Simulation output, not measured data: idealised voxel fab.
Title: Process Module voxel self aligned contacts
Cross-section cut spans 180 nm and uses square cells 5 nm in size.
Cross-section, as written here: a square-cell grid given band by band from the top down, where a band holds one or more rows of cells.
Within each band entry, the heights of the top and of the bottom of the band appear first, in that order and in nm; the materials of the band then follow from left to right, each with its corresponding width in nm. The designation "everywhere" on a single material indicates that it fills the band from edge to edge; the designation "blank" indicates empty space.
We count height from 0. Below that, the starting wafer is all one material. The lowest band never ends at the bottom but goes on down; see "top 0, no bottom" for how that is written.
When a width is written as two numbers, as in "30 to 40", the first number is the width in the top row of cells of the band and the second is the width in its bottom row, and the width changes by the same amount from each row to the next.
Any step labelled "no alteration" changed none of the cells in the cross-section.
Voids not open to the top, 8 cells minimum: see "Sealed internal cavities". Written width x height at distance; distance is from the left edge; nm.
Note: text after step settings on the step line = simulator remark on that step.
Among the settings permitted on a step's line is "overlay nm"; applied to a step with a mask, it specifies the extent to which the mask lay to the right of its planned position, whereas a negative figure signifies a position to the left.
PLANNED PROCESS STEPS
1. RECEIVE,material Si
2. OXIDIZE,depth nm 5
3. DIRECTIONAL_DEP,material polySi,thk nm 20
4. DIRECTIONAL_DEP,material SiN,thk nm 20
5. MASKED_ETCH,tone cover,mask id GATE,width nm 25,pitch nm 60,etch materials SiN,depth nm 20,overlay nm 0
6. MASKED_ETCH,tone cover,mask id GATE,width nm 25,pitch nm 60,etch materials polySi,depth nm 20,overlay nm 0
7. CONFORMAL_DEP,material SiN,thk nm 5
8. DIRECTIONAL_ETCH,etch materials SiN,depth nm 5
9. FILL_DEP,material SiO2,thk nm 15
10. CMP,height nm 45
11. PATTERN,tone open,mask id CONTACT,material resist,width nm 45,pitch nm 60,thk nm 15,overlay nm 0
12. DIRECTIONAL_ETCH,etch materials SiO2,depth nm 50
13. STRIP,etch materials resist
14. CONFORMAL_DEP,material TiN,thk nm 5
15. FILL_DEP,material Ru,thk nm 10
16. CMP,height nm 45
17. CONFORMAL_DEP,material SiCN,thk nm 5
WAFER, FIRST OF TWO, RUN AS PLANNED
WAFER AT RECEIPT (POST STEP 1), CROSS-SECTION
- top 0, no bottom  Si everywhere
- Sealed internal cavities: none
THE WAFER IN CROSS-SECTION ONCE STEP 2 IS COMPLETE
- top 0, bottom -5  SiO2 everywhere
- Heights below -5 show no change.
THE WAFER IN CROSS-SECTION ONCE STEP 3 IS COMPLETE
- top 20, bottom 0  polySi everywhere
- Heights below 0 show no change.
THE WAFER IN CROSS-SECTION ONCE STEP 4 IS COMPLETE
- top 40, bottom 20  SiN everywhere
- Heights below 20 show no change.
THE WAFER IN CROSS-SECTION ONCE STEP 5 IS COMPLETE
- top 40, bottom 20  blank: 15 | SiN: 25 | blank: 35 | SiN: 25 | blank: 35 | SiN: 25 | blank: 20
- Heights below 20 show no change.
THE WAFER IN CROSS-SECTION ONCE STEP 6 IS COMPLETE
- top 40, bottom 20  blank: 15 | SiN: 25 | blank: 35 | SiN: 25 | blank: 35 | SiN: 25 | blank: 20
- top 20, bottom 0  blank: 15 | polySi: 25 | blank: 35 | polySi: 25 | blank: 35 | polySi: 25 | blank: 20
- Heights below 0 show no change.
THE WAFER IN CROSS-SECTION ONCE STEP 7 IS COMPLETE
- top 45, bottom 20  blank: 10 | SiN: 35 | blank: 25 | SiN: 35 | blank: 25 | SiN: 35 | blank: 15
- top 20, bottom 5  blank: 10 | SiN: 5 | polySi: 25 | SiN: 5 | blank: 25 | SiN: 5 | polySi: 25 | SiN: 5 | blank: 25 | SiN: 5 | polySi: 25 | SiN: 5 | blank: 15
- top 5, bottom 0  SiN: 15 | polySi: 25 | SiN: 35 | polySi: 25 | SiN: 35 | polySi: 25 | SiN: 20
- Heights below 0 show no change.
THE WAFER IN CROSS-SECTION ONCE STEP 8 IS COMPLETE
- top 40, bottom 20  blank: 10 | SiN: 35 | blank: 25 | SiN: 35 | blank: 25 | SiN: 35 | blank: 15
- top 20, bottom 0  blank: 10 | SiN: 5 | polySi: 25 | SiN: 5 | blank: 25 | SiN: 5 | polySi: 25 | SiN: 5 | blank: 25 | SiN: 5 | polySi: 25 | SiN: 5 | blank: 15
- Heights below 0 show no change.
THE WAFER IN CROSS-SECTION ONCE STEP 9 IS COMPLETE
- top 55, bottom 40  SiO2 everywhere
- top 40, bottom 20  SiO2: 10 | SiN: 35 | SiO2: 25 | SiN: 35 | SiO2: 25 | SiN: 35 | SiO2: 15
- top 20, bottom 0  SiO2: 10 | SiN: 5 | polySi: 25 | SiN: 5 | SiO2: 25 | SiN: 5 | polySi: 25 | SiN: 5 | SiO2: 25 | SiN: 5 | polySi: 25 | SiN: 5 | SiO2: 15
- Heights below 0 show no change.
THE WAFER IN CROSS-SECTION ONCE STEP 10 IS COMPLETE
- top 45, bottom 40  SiO2 everywhere
- Heights below 40 show no change.
THE WAFER IN CROSS-SECTION ONCE STEP 11 IS COMPLETE
- top 60, bottom 45  resist: 35 | blank: 45 | resist: 15 | blank: 45 | resist: 40
- Heights below 45 show no change.
THE WAFER IN CROSS-SECTION ONCE STEP 12 IS COMPLETE
- top 60, bottom 45  resist: 35 | blank: 45 | resist: 15 | blank: 45 | resist: 40
- top 45, bottom 40  SiO2: 35 | blank: 45 | SiO2: 15 | blank: 45 | SiO2: 40
- top 40, bottom 20  SiO2: 10 | SiN: 35 | blank: 25 | SiN: 35 | blank: 25 | SiN: 35 | SiO2: 15
- top 20, bottom 0  SiO2: 10 | SiN: 5 | polySi: 25 | SiN: 5 | blank: 25 | SiN: 5 | polySi: 25 | SiN: 5 | blank: 25 | SiN: 5 | polySi: 25 | SiN: 5 | SiO2: 15
- top 0, bottom -5  SiO2: 45 | blank: 25 | SiO2: 35 | blank: 25 | SiO2: 50
- Heights below -5 show no change.
THE WAFER IN CROSS-SECTION ONCE STEP 13 IS COMPLETE
- top 45, bottom 40  SiO2: 35 | blank: 45 | SiO2: 15 | blank: 45 | SiO2: 40
- Heights below 40 show no change.
THE WAFER IN CROSS-SECTION ONCE STEP 14 IS COMPLETE
- top 50, bottom 45  TiN: 40 | blank: 35 | TiN: 25 | blank: 35 | TiN: 45
- top 45, bottom 40  SiO2: 35 | TiN: 15 | blank: 15 | TiN: 15 | SiO2: 15 | TiN: 15 | blank: 15 | TiN: 15 | SiO2: 40
- top 40, bottom 20  SiO2: 10 | SiN: 35 | TiN: 5 | blank: 15 | TiN: 5 | SiN: 35 | TiN: 5 | blank: 15 | TiN: 5 | SiN: 35 | SiO2: 15
- top 20, bottom 0  SiO2: 10 | SiN: 5 | polySi: 25 | SiN: 5 | TiN: 5 | blank: 15 | TiN: 5 | SiN: 5 | polySi: 25 | SiN: 5 | TiN: 5 | blank: 15 | TiN: 5 | SiN: 5 | polySi: 25 | SiN: 5 | SiO2: 15
- top 0, bottom -5  SiO2: 45 | TiN: 25 | SiO2: 35 | TiN: 25 | SiO2: 50
- Heights below -5 show no change.
THE WAFER IN CROSS-SECTION ONCE STEP 15 IS COMPLETE
- top 60, bottom 50  Ru everywhere
- top 50, bottom 45  TiN: 40 | Ru: 35 | TiN: 25 | Ru: 35 | TiN: 45
- top 45, bottom 40  SiO2: 35 | TiN: 15 | Ru: 15 | TiN: 15 | SiO2: 15 | TiN: 15 | Ru: 15 | TiN: 15 | SiO2: 40
- top 40, bottom 20  SiO2: 10 | SiN: 35 | TiN: 5 | Ru: 15 | TiN: 5 | SiN: 35 | TiN: 5 | Ru: 15 | TiN: 5 | SiN: 35 | SiO2: 15
- top 20, bottom 0  SiO2: 10 | SiN: 5 | polySi: 25 | SiN: 5 | TiN: 5 | Ru: 15 | TiN: 5 | SiN: 5 | polySi: 25 | SiN: 5 | TiN: 5 | Ru: 15 | TiN: 5 | SiN: 5 | polySi: 25 | SiN: 5 | SiO2: 15
- Heights below 0 show no change.
THE WAFER IN CROSS-SECTION ONCE STEP 16 IS COMPLETE
- top 45, bottom 40  SiO2: 35 | TiN: 15 | Ru: 15 | TiN: 15 | SiO2: 15 | TiN: 15 | Ru: 15 | TiN: 15 | SiO2: 40
- Heights below 40 show no change.
THE WAFER IN CROSS-SECTION ONCE STEP 17 IS COMPLETE
- top 50, bottom 45  SiCN everywhere
- Heights below 45 show no change.
THE REMAINING WAFER, SECOND OF THE TWO, STARTED LIKE THE FIRST AND WAS RUN TO THE SAME PLAN, EXCEPT THAT ONE MISTAKE WAS MADE ALONG THE WAY; THE TWO COINCIDE THROUGH STEP 4, INCLUSIVE
SECOND WAFER, CROSS-SECTION, PLANNED END OF STEP 5
- top 40, bottom 20  SiN: 15 | blank: 25 | SiN: 35 | blank: 25 | SiN: 35 | blank: 25 | SiN: 20
- Heights below 20 show no change.
Second wafer, cross-section, planned end of step 6: no alteration
SECOND WAFER, CROSS-SECTION, PLANNED END OF STEP 7
- top 45, bottom 25  SiN: 20 | blank: 15 | SiN: 45 | blank: 15 | SiN: 45 | blank: 15 | SiN: 25
- top 25, bottom 20  SiN everywhere
- Heights below 20 show no change.
SECOND WAFER, CROSS-SECTION, PLANNED END OF STEP 8
- top 40, bottom 20  SiN: 20 | blank: 15 | SiN: 45 | blank: 15 | SiN: 45 | blank: 15 | SiN: 25
- Heights below 20 show no change.
SECOND WAFER, CROSS-SECTION, PLANNED END OF STEP 9
- top 55, bottom 40  SiO2 everywhere
- top 40, bottom 20  SiN: 20 | SiO2: 15 | SiN: 45 | SiO2: 15 | SiN: 45 | SiO2: 15 | SiN: 25
- Heights below 20 show no change.
SECOND WAFER, CROSS-SECTION, PLANNED END OF STEP 10
- top 45, bottom 40  SiO2 everywhere
- Heights below 40 show no change.
SECOND WAFER, CROSS-SECTION, PLANNED END OF STEP 11
- top 60, bottom 45  resist: 35 | blank: 45 | resist: 15 | blank: 45 | resist: 40
- Heights below 45 show no change.
SECOND WAFER, CROSS-SECTION, PLANNED END OF STEP 12
- top 60, bottom 45  resist: 35 | blank: 45 | resist: 15 | blank: 45 | resist: 40
- top 45, bottom 40  SiO2: 35 | blank: 45 | SiO2: 15 | blank: 45 | SiO2: 40
- Heights below 40 show no change.
SECOND WAFER, CROSS-SECTION, PLANNED END OF STEP 13
- top 45, bottom 40  SiO2: 35 | blank: 45 | SiO2: 15 | blank: 45 | SiO2: 40
- Heights below 40 show no change.
SECOND WAFER, CROSS-SECTION, PLANNED END OF STEP 14
- top 50, bottom 45  TiN: 40 | blank: 35 | TiN: 25 | blank: 35 | TiN: 45
- top 45, bottom 40  SiO2: 35 | TiN: 45 | SiO2: 15 | TiN: 45 | SiO2: 40
- Heights below 40 show no change.
SECOND WAFER, CROSS-SECTION, PLANNED END OF STEP 15
- top 60, bottom 50  Ru everywhere
- top 50, bottom 45  TiN: 40 | Ru: 35 | TiN: 25 | Ru: 35 | TiN: 45
- Heights below 45 show no change.
SECOND WAFER, CROSS-SECTION, PLANNED END OF STEP 16
- top 45, bottom 40  SiO2: 35 | TiN: 45 | SiO2: 15 | TiN: 45 | SiO2: 40
- Heights below 40 show no change.
SECOND WAFER, CROSS-SECTION, PLANNED END OF STEP 17
- top 50, bottom 45  SiCN everywhere
- Heights below 45 show no change.
What was the processing mistake? contrary to plan, step 5 was performed as MASKED_ETCH,tone open,mask id GATE,width nm 25,pitch nm 60,etch materials SiN,depth nm 20,overlay nm 0
Wafer comparison, final, in cells, second relative to first, materials more or fewer: Ru: 54 fewer, SiO2: 6 more, TiN: 36 fewer, polySi: 84 more
